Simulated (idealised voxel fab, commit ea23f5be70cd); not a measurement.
Process module name: voxel capacitor over wiring
Square cells of 5 nm make up the cross-section cut, whose width is 250 nm.
A cross-section in this document is a grid of square cells, and it is written down as bands, the top band listed before the ones below it; a band is made up of one or more rows of cells.
Band entry format. Leading values: height of top, height of bottom, nm. Remainder: materials in left-to-right order, each with its width in nm. Special words: "full width" on a single material, which then fills the band edge to edge; "empty", empty space.
The level at which height equals 0 is the one under which the wafer, as it arrives, is entirely one material. No lower edge exists for the bottom band, which continues downward and is notated as in "0 -> down".
The width entry "30..40" should be interpreted row by row: the top row of cells in the band takes the first number, the bottom row takes the second number, and the change between adjacent rows is uniform throughout.
A step reported as "no alteration" is a step in which no cell of the cross-section changed.
Each empty space that has no open way to the top and spans at least 8 cells appears under "Unvented voids" as width x height at distance, the distance counted from the left edge, all in nm.
That trailing text on a step's line, after the settings, is the simulator's own remark on the step.
overlay nm: where the mask lay relative to plan, measured to the right, on steps with a mask; negatives go left.
[List of planned process steps]
1 op RECEIVE | material Si
2 op CONFORMAL_DEP | material SiO2 | thk nm 15
3 op DIRECTIONAL_DEP | material TiN | thk nm 5
4 op DIRECTIONAL_DEP | material W | thk nm 20
5 op PATTERN | tone cover | mask id METAL_1 | material resist | width nm 30 | pitch nm 100 | thk nm 15 | overlay nm 0
6 op DIRECTIONAL_ETCH | etch materials W | depth nm 20
7 op DIRECTIONAL_ETCH | etch materials TiN | depth nm 5
8 op STRIP | etch materials resist
9 op FILL_DEP | material SiO2 | thk nm 5
10 op CMP | height nm 40
11 op CONFORMAL_DEP | material SiCN | thk nm 5
12 op DIRECTIONAL_DEP | material SiO2 | thk nm 20
13 op PATTERN | tone open | mask id PLUG_1 | material resist | width nm 15 | thk nm 15 | overlay nm 0
14 op DIRECTIONAL_ETCH | etch materials SiO2 | depth nm 20
15 op DIRECTIONAL_ETCH | etch materials SiCN | depth nm 5
16 op STRIP | etch materials resist
17 op EPI | material Ru | thk nm 10
18 op EPI | material Ru | thk nm 10
19 op EPI | material Ru | thk nm 5
20 op DIRECTIONAL_DEP | material TiN | thk nm 10
21 op DIRECTIONAL_DEP | material HfO2 | thk nm 5
22 op DIRECTIONAL_DEP | material TiN | thk nm 10
23 op DIRECTIONAL_DEP | material aC | thk nm 15
24 op PATTERN | tone cover | mask id UPPER_PLATE | material resist | width nm 75 | thk nm 35 | overlay nm 0
25 op DIRECTIONAL_ETCH | etch materials aC | depth nm 15
26 op STRIP | etch materials resist
27 op DIRECTIONAL_ETCH | etch materials TiN | depth nm 10
28 op DIRECTIONAL_ETCH | etch materials HfO2 | depth nm 5
29 op STRIP | etch materials aC
30 op DIRECTIONAL_DEP | material aC | thk nm 15
31 op PATTERN | tone cover | mask id LOWER_PLATE | material resist | width nm 85 | thk nm 35 | overlay nm 0
32 op DIRECTIONAL_ETCH | etch materials aC | depth nm 15
33 op STRIP | etch materials resist
34 op DIRECTIONAL_ETCH | etch materials TiN | depth nm 10
35 op STRIP | etch materials aC
36 op FILL_DEP | material SiO2 | thk nm 15
37 op CMP | height nm 100
38 op DIRECTIONAL_DEP | material aC | thk nm 15
39 op PATTERN | tone open | mask id PLUG_2 | material resist | width nm 15 | thk nm 30 | overlay nm 0
40 op DIRECTIONAL_ETCH | etch materials aC | depth nm 15
41 op STRIP | etch materials resist
42 op DIRECTIONAL_ETCH | etch materials SiO2 | depth nm 10
43 op STRIP | etch materials aC
44 op CONFORMAL_DEP | material TiN | thk nm 5
45 op FILL_DEP | material W | thk nm 5
46 op CMP | height nm 100
47 op CONFORMAL_DEP | material SiCN | thk nm 5
Variable across wafers: step 47 thk nm (plan value is that of the first wafer; starting state common to all).
[The first of several wafers as received, shown in cross-section; this is its state after step 1]
0 -> down = Si full width
Unvented voids: none
[Shown in cross-section: the first of several wafers at the end of the module, after its last step, step 47]
105 -> 100 = SiCN full width
100 -> 95 = SiO2=85  TiN=5  W=5  TiN=5  SiO2=150
95 -> 90 = SiO2=85  TiN=15  SiO2=150
90 -> 80 = SiO2=75  TiN=75  SiO2=100
80 -> 75 = SiO2=75  HfO2=75  SiO2=100
75 -> 65 = SiO2=70  TiN=85  SiO2=95
65 -> 45 = SiO2=75  Ru=15  SiO2=160
45 -> 40 = SiCN=75  Ru=15  SiCN=160
40 -> 20 = SiO2=60  W=30  SiO2=70  W=30  SiO2=60
20 -> 15 = SiO2=60  TiN=30  SiO2=70  TiN=30  SiO2=60
15 -> 0 = SiO2 full width
0 -> down = Si full width
Unvented voids: none
[A cross-section through the last wafer at the close of the module]
120 -> 100 = SiCN full width
100 -> 95 = SiO2=85  TiN=5  W=5  TiN=5  SiO2=150
95 -> 90 = SiO2=85  TiN=15  SiO2=150
90 -> 80 = SiO2=75  TiN=75  SiO2=100
80 -> 75 = SiO2=75  HfO2=75  SiO2=100
75 -> 65 = SiO2=70  TiN=85  SiO2=95
65 -> 45 = SiO2=75  Ru=15  SiO2=160
45 -> 40 = SiCN=75  Ru=15  SiCN=160
40 -> 20 = SiO2=60  W=30  SiO2=70  W=30  SiO2=60
20 -> 15 = SiO2=60  TiN=30  SiO2=70  TiN=30  SiO2=60
15 -> 0 = SiO2 full width
0 -> down = Si full width
Unvented voids: none
[Take any row and you have a wafer at the end of the module: how many cells of each material it has gained (+) or lost (-) since it was received, and then its closed voids]
thk nm 5, +15 HfO2, +15 Ru, +97 SiCN, +793 SiO2, +81 TiN, +49 W, Unvented voids: none
thk nm 10, +15 HfO2, +15 Ru, +147 SiCN, +793 SiO2, +81 TiN, +49 W, Unvented voids: none
thk nm 15, +15 HfO2, +15 Ru, +197 SiCN, +793 SiO2, +81 TiN, +49 W, Unvented voids: none
thk nm 20, +15 HfO2, +15 Ru, +247 SiCN, +793 SiO2, +81 TiN, +49 W, Unvented voids: none
